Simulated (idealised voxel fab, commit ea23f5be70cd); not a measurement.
Proc. module: voxel ribs on slabs
Cross-section cut: width 295 nm, square cells of 5 nm.
Cross-sections here: square-cell grids, written as top-down lists of bands, a band being one or more rows of cells. The entry gives the band's vertical extent as a top height and a bottom height in nm, then its horizontal make-up as materials from left to right, each with a width in nm. "blank" stands for empty space; a single material marked "throughout" fills the band edge to edge. Heights are expressed relative to 0, this being the level below which the as-received wafer comprises one material exclusively. The lowest band is unbounded in the downward direction and is denoted as in "0 nm and below". Width "30..40": first value at the band's top row of cells, second value at its bottom row, equal change from row to row. Where a step carries "nothing changed", the cross-section came out of it unchanged, cell for cell. Under "Closed void entries" you'll find the enclosed gaps, the ones with no way out to the top, that are 8 cells or bigger; each reads width x height at distance, with distance counted from the left edge, everything in nm. On each step's line, the part that comes after the settings is the simulator's own comment on the step. "overlay nm" on a masked step: distance the mask lay right of its planned place, negative for left.

Set out below are the planned steps of the process:
step 1: RECEIVE,material Si
step 2: DIRECTIONAL_DEP,material SiO2,thk nm 20
step 3: DIRECTIONAL_DEP,material SiN,thk nm 15
step 4: MASKED_ETCH,tone cover,mask id RIB,width nm 20,etch materials SiN,depth nm 5,overlay nm 0
step 5: DIRECTIONAL_DEP,material aC,thk nm 15
step 6: PATTERN,tone cover,mask id SLAB,material resist,width nm 50,thk nm 30,overlay nm 0
step 7: DIRECTIONAL_ETCH,etch materials aC,depth nm 15
step 8: STRIP,etch materials resist
step 9: DIRECTIONAL_ETCH,etch materials SiN,depth nm 10
step 10: STRIP,etch materials aC
step 11: FILL_DEP,material SiO2,thk nm 20
step 12: CMP,height nm 45
step 13: DIRECTIONAL_DEP,material TiN,thk nm 5
step 14: PATTERN,tone cover,mask id HEATER,material resist,width nm 30,thk nm 15,overlay nm 0
step 15: DIRECTIONAL_ETCH,etch materials TiN,depth nm 5
step 16: STRIP,etch materials resist
step 17: CONFORMAL_DEP,material SiO2,thk nm 10

First of the two wafers, run per plan:

Cross-section, incoming material, after step 1:
> 0 nm and below: Si throughout
> Closed void entries: none

Step 2 complete: cross-section through the wafer:
> 20 nm to 0 nm: SiO2 throughout
> All layers under 0 are left as they were.

Step 3 complete: cross-section through the wafer:
> 35 nm to 20 nm: SiN throughout
> All layers under 20 are left as they were.

Step 4 complete: cross-section through the wafer:
> 35 nm to 30 nm: blank (135), SiN (20), blank (140)
> All layers under 30 are left as they were.

Step 5 complete: cross-section through the wafer:
> 50 nm to 45 nm: blank (135), aC (20), blank (140)
> 45 nm to 35 nm: aC throughout
> 35 nm to 30 nm: aC (135), SiN (20), aC (140)
> All layers under 30 are left as they were.

Step 6 complete: cross-section through the wafer:
> 80 nm to 50 nm: blank (120), resist (50), blank (125)
> 50 nm to 45 nm: blank (120), resist (15), aC (20), resist (15), blank (125)
> All layers under 45 are left as they were.

Step 7 complete: cross-section through the wafer:
> 65 nm to 50 nm: blank (120), resist (50), blank (125)
> 50 nm to 45 nm: blank (120), resist (15), aC (20), resist (15), blank (125)
> 45 nm to 35 nm: blank (120), aC (50), blank (125)
> 35 nm to 30 nm: blank (120), aC (15), SiN (20), aC (15), blank (125)
> All layers under 30 are left as they were.

Step 8 complete: cross-section through the wafer:
> 50 nm to 45 nm: blank (135), aC (20), blank (140)
> All layers under 45 are left as they were.

Step 9 complete: cross-section through the wafer:
> 50 nm to 45 nm: blank (135), aC (20), blank (140)
> 45 nm to 35 nm: blank (120), aC (50), blank (125)
> 35 nm to 30 nm: blank (120), aC (15), SiN (20), aC (15), blank (125)
> 30 nm to 20 nm: blank (120), SiN (50), blank (125)
> All layers under 20 are left as they were.

Step 10 complete: cross-section through the wafer:
> 35 nm to 30 nm: blank (135), SiN (20), blank (140)
> All layers under 30 are left as they were.

Step 11 complete: cross-section through the wafer:
> 55 nm to 35 nm: SiO2 throughout
> 35 nm to 30 nm: SiO2 (135), SiN (20), SiO2 (140)
> 30 nm to 20 nm: SiO2 (120), SiN (50), SiO2 (125)
> All layers under 20 are left as they were.

Step 12 complete: cross-section through the wafer:
> 45 nm to 35 nm: SiO2 throughout
> All layers under 35 are left as they were.

Step 13 complete: cross-section through the wafer:
> 50 nm to 45 nm: TiN throughout
> All layers under 45 are left as they were.

Step 14 complete: cross-section through the wafer:
> 65 nm to 50 nm: blank (130), resist (30), blank (135)
> All layers under 50 are left as they were.

Step 15 complete: cross-section through the wafer:
> 65 nm to 50 nm: blank (130), resist (30), blank (135)
> 50 nm to 45 nm: blank (130), TiN (30), blank (135)
> All layers under 45 are left as they were.

Step 16 complete: cross-section through the wafer:
> 50 nm to 45 nm: blank (130), TiN (30), blank (135)
> All layers under 45 are left as they were.

Step 17 complete: cross-section through the wafer:
> 60 nm to 55 nm: blank (120), SiO2 (50), blank (125)
> 55 nm to 50 nm: SiO2 throughout
> 50 nm to 45 nm: SiO2 (130), TiN (30), SiO2 (135)
> All layers under 45 are left as they were.

The second wafer: identical to the first at the outset and in its planned sequence, differing only in that one mistake was made during processing; up to and including step 1, its path is the first wafer's path:

Second wafer: cross-section at the scheduled end of step 2:
> 40 nm to 0 nm: SiO2 throughout
> All layers under 0 are left as they were.

Second wafer: cross-section at the scheduled end of step 3:
> 55 nm to 40 nm: SiN throughout
> All layers under 40 are left as they were.

Second wafer: cross-section at the scheduled end of step 4:
> 55 nm to 50 nm: blank (135), SiN (20), blank (140)
> All layers under 50 are left as they were.

Second wafer: cross-section at the scheduled end of step 5:
> 70 nm to 65 nm: blank (135), aC (20), blank (140)
> 65 nm to 55 nm: aC throughout
> 55 nm to 50 nm: aC (135), SiN (20), aC (140)
> All layers under 50 are left as they were.

Second wafer: cross-section at the scheduled end of step 6:
> 100 nm to 70 nm: blank (120), resist (50), blank (125)
> 70 nm to 65 nm: blank (120), resist (15), aC (20), resist (15), blank (125)
> All layers under 65 are left as they were.

Second wafer: cross-section at the scheduled end of step 7:
> 85 nm to 70 nm: blank (120), resist (50), blank (125)
> 70 nm to 65 nm: blank (120), resist (15), aC (20), resist (15), blank (125)
> 65 nm to 55 nm: blank (120), aC (50), blank (125)
> 55 nm to 50 nm: blank (120), aC (15), SiN (20), aC (15), blank (125)
> All layers under 50 are left as they were.

Second wafer: cross-section at the scheduled end of step 8:
> 70 nm to 65 nm: blank (135), aC (20), blank (140)
> All layers under 65 are left as they were.

Second wafer: cross-section at the scheduled end of step 9:
> 70 nm to 65 nm: blank (135), aC (20), blank (140)
> 65 nm to 55 nm: blank (120), aC (50), blank (125)
> 55 nm to 50 nm: blank (120), aC (15), SiN (20), aC (15), blank (125)
> 50 nm to 40 nm: blank (120), SiN (50), blank (125)
> All layers under 40 are left as they were.

Second wafer: cross-section at the scheduled end of step 10:
> 55 nm to 50 nm: blank (135), SiN (20), blank (140)
> All layers under 50 are left as they were.

Second wafer: cross-section at the scheduled end of step 11:
> 75 nm to 55 nm: SiO2 throughout
> 55 nm to 50 nm: SiO2 (135), SiN (20), SiO2 (140)
> 50 nm to 40 nm: SiO2 (120), SiN (50), SiO2 (125)
> All layers under 40 are left as they were.

Second wafer: cross-section at the scheduled end of step 12:
> 45 nm to 40 nm: SiO2 (120), SiN (50), SiO2 (125)
> All layers under 40 are left as they were.

Second wafer: cross-section at the scheduled end of step 13:
> 50 nm to 45 nm: TiN throughout
> All layers under 45 are left as they were.

Second wafer: cross-section at the scheduled end of step 14:
> 65 nm to 50 nm: blank (130), resist (30), blank (135)
> All layers under 50 are left as they were.

Second wafer: cross-section at the scheduled end of step 15:
> 65 nm to 50 nm: blank (130), resist (30), blank (135)
> 50 nm to 45 nm: blank (130), TiN (30), blank (135)
> All layers under 45 are left as they were.

Second wafer: cross-section at the scheduled end of step 16:
> 50 nm to 45 nm: blank (130), TiN (30), blank (135)
> All layers under 45 are left as they were.

Second wafer: cross-section at the scheduled end of step 17:
> 60 nm to 55 nm: blank (120), SiO2 (50), blank (125)
> 55 nm to 50 nm: SiO2 throughout
> 50 nm to 45 nm: SiO2 (130), TiN (30), SiO2 (135)
> All layers under 45 are left as they were.
What broke from the plan during processing? step 2 of the plan saw execution twice
Final wafer comparison in cells, second versus first, more or fewer per material: -14 SiN; +14 SiO2
